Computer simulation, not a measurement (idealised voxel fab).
Title: Process Module voxel air gaps
Cross-sectional view cut (width: 210 nm; square cell size: 5 nm).
A cross-section is written here as square cells arranged in a grid, and it is given in bands from the top down, each band taking up one or more rows of cells. Each band's line starts with the height of the band's top and of its bottom, in nm. Then come its materials from left to right, each with its width in nm. One material with "everywhere" fills the band from edge to edge. "blank" is empty space. Below 0: as-received wafer, all one material; heights counted from there. Lowest band: no bottom, goes on down, written "top 0, no bottom". The notation "30..40" denotes a width that varies across the rows of cells in the band, beginning at the first number in the top row, finishing at the second number in the bottom row, and changing by an identical amount from each row to the next. Where the words "no modification" appear for a step, the cross-section shows no cell changed by that step; every cell remained as before. Closed empty spaces (no open way to the top) of 8 cells or more are what "Closed voids list" lists, each as width x height at distance from the left edge, nm for all three. It should be noted that, on the line of a given step, the content following the step's settings is a remark produced by the simulator itself with respect to that step. Among the settings permitted on a step's line is "overlay nm"; applied to a step with a mask, it specifies the extent to which the mask lay to the right of its planned position, whereas a negative figure signifies a position to the left.

### The following list gives the planned process steps
1,RECEIVE (material Si)
2,CONFORMAL_DEP (material SiO2; thk nm 10)
3,CONFORMAL_DEP (material SiCN; thk nm 5)
4,DIRECTIONAL_DEP (material lowk; thk nm 35)
5,MASKED_ETCH (tone open; mask id LINES; width nm 20; pitch nm 50; etch materials lowk; depth nm 35; overlay nm -5)
6,CONFORMAL_DEP (material TiN; thk nm 5)
7,FILL_DEP (material W; thk nm 5)
8,CMP (height nm 50)
9,EPI (material Ru; thk nm 10)
10,SELECTIVE_ETCH (etch materials lowk; depth nm 45)
11,CONFORMAL_DEP (material SiCN; thk nm 5)
Be aware that, although all wafers share a common starting state, the overlay nm at step 5 differs among them, and the plan displays the first wafer's value.

### The first of several wafers as received, shown in cross-section; this is its state after step 1
- top 0, no bottom = Si everywhere
- Closed voids list: none

### Every row in this table is a wafer at the end of the module, and it gives, for each of the materials, the cells that wafer has gained (+) or lost (-) since it was received, then its closed voids
overlay nm -5, +64 Ru, +188 SiCN, +84 SiO2, +64 TiN, +48 W, Closed voids list: 10 x 25 at 0; 20 x 25 at 40; 20 x 25 at 90; 20 x 25 at 140
overlay nm 0, +64 Ru, +188 SiCN, +84 SiO2, +64 TiN, +48 W, Closed voids list: 20 x 25 at 45; 20 x 25 at 95; 20 x 25 at 145
overlay nm 5, +64 Ru, +188 SiCN, +84 SiO2, +64 TiN, +48 W, Closed voids list: 20 x 25 at 50; 20 x 25 at 100; 20 x 25 at 150; 10 x 25 at 200
